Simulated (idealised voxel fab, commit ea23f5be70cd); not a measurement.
Documented hereafter: the process module known as voxel self aligned contacts.
Section cut is 245 nm wide and gridded with 5 nm square cells.
We lay out every cross-section as a grid of square cells and spell it out in bands from the top down, where one band means one or more rows of cells. Quick guide to a band line: top height, bottom height (nm) up front; then every material left to right with its width in nm. Only one material and it's marked "throughout"? Then it fills the band edge to edge. And "empty" just means empty space. A quick word on heights: they are counted from 0, and under that level the wafer as it came to us is one material throughout. The lowest band is different from the rest in having no bottom; it simply continues downward, written as in "0 down". A two-number width, for instance "30..40", indicates that the width is equal to the first number in the top row of the band and to the second number in the bottom row, and that it changes by a constant amount per row of cells. It should be understood that the words "no change occurred", when stated for a given step, signify that the cross-section underwent no change in any of its cells during that step. What "Entrapped void list" gives you is every empty space of 8 cells or more that is cut off from the top. Each appears as width x height at distance, with the distance taken from the left edge and width, height and distance all in nm. Past the settings on a step's line: simulator remark, on that step. overlay nm: step with mask; distance mask lay right of planned place; negative value = left of planned place.
### Process steps - plan
1) RECEIVE, material Si
2) OXIDIZE, depth nm 5
3) DIRECTIONAL_DEP, material polySi, thk nm 30
4) DIRECTIONAL_DEP, material SiN, thk nm 20
5) DIRECTIONAL_DEP, material aC, thk nm 10
6) PATTERN, tone cover, mask id GATE, material resist, width nm 35, pitch nm 80, thk nm 30, overlay nm 0
7) DIRECTIONAL_ETCH, etch materials aC, depth nm 10
8) STRIP, etch materials resist
9) DIRECTIONAL_ETCH, etch materials SiN, depth nm 20
10) DIRECTIONAL_ETCH, etch materials polySi, depth nm 30
11) STRIP, etch materials aC
12) CONFORMAL_DEP, material SiN, thk nm 10
13) DIRECTIONAL_ETCH, etch materials SiN, depth nm 10
14) FILL_DEP, material SiO2, thk nm 10
15) CMP, height nm 55
16) MASKED_ETCH, tone open, mask id CONTACT, width nm 55, etch materials SiO2, depth nm 60, overlay nm 0
17) CONFORMAL_DEP, material TiN, thk nm 5
18) FILL_DEP, material Ru, thk nm 5
19) CMP, height nm 55
20) CONFORMAL_DEP, material SiN, thk nm 5
### Cross-section: wafer on arrival = after step 1
0 down = Si throughout
Entrapped void list: none
### Wafer cross-section at end of module: start and plan as shown above, one execution error
60 to 55 = SiN throughout
55 to 50 = 95 SiO2 / 20 TiN / 15 Ru / 20 TiN / 95 SiO2
50 to 30 = 55 SiO2 / 55 SiN / 5 TiN / 15 Ru / 5 TiN / 55 SiN / 55 SiO2
30 to 5 = 55 SiO2 / 10 SiN / 35 polySi / 10 SiN / 5 TiN / 15 Ru / 5 TiN / 10 SiN / 35 polySi / 10 SiN / 55 SiO2
5 to 0 = 55 SiO2 / 10 SiN / 35 polySi / 10 SiN / 25 TiN / 10 SiN / 35 polySi / 10 SiN / 55 SiO2
0 down = Si throughout
Entrapped void list: none
Against the plan, the run slipped here: step 2 from the plan never happened, it was just skipped
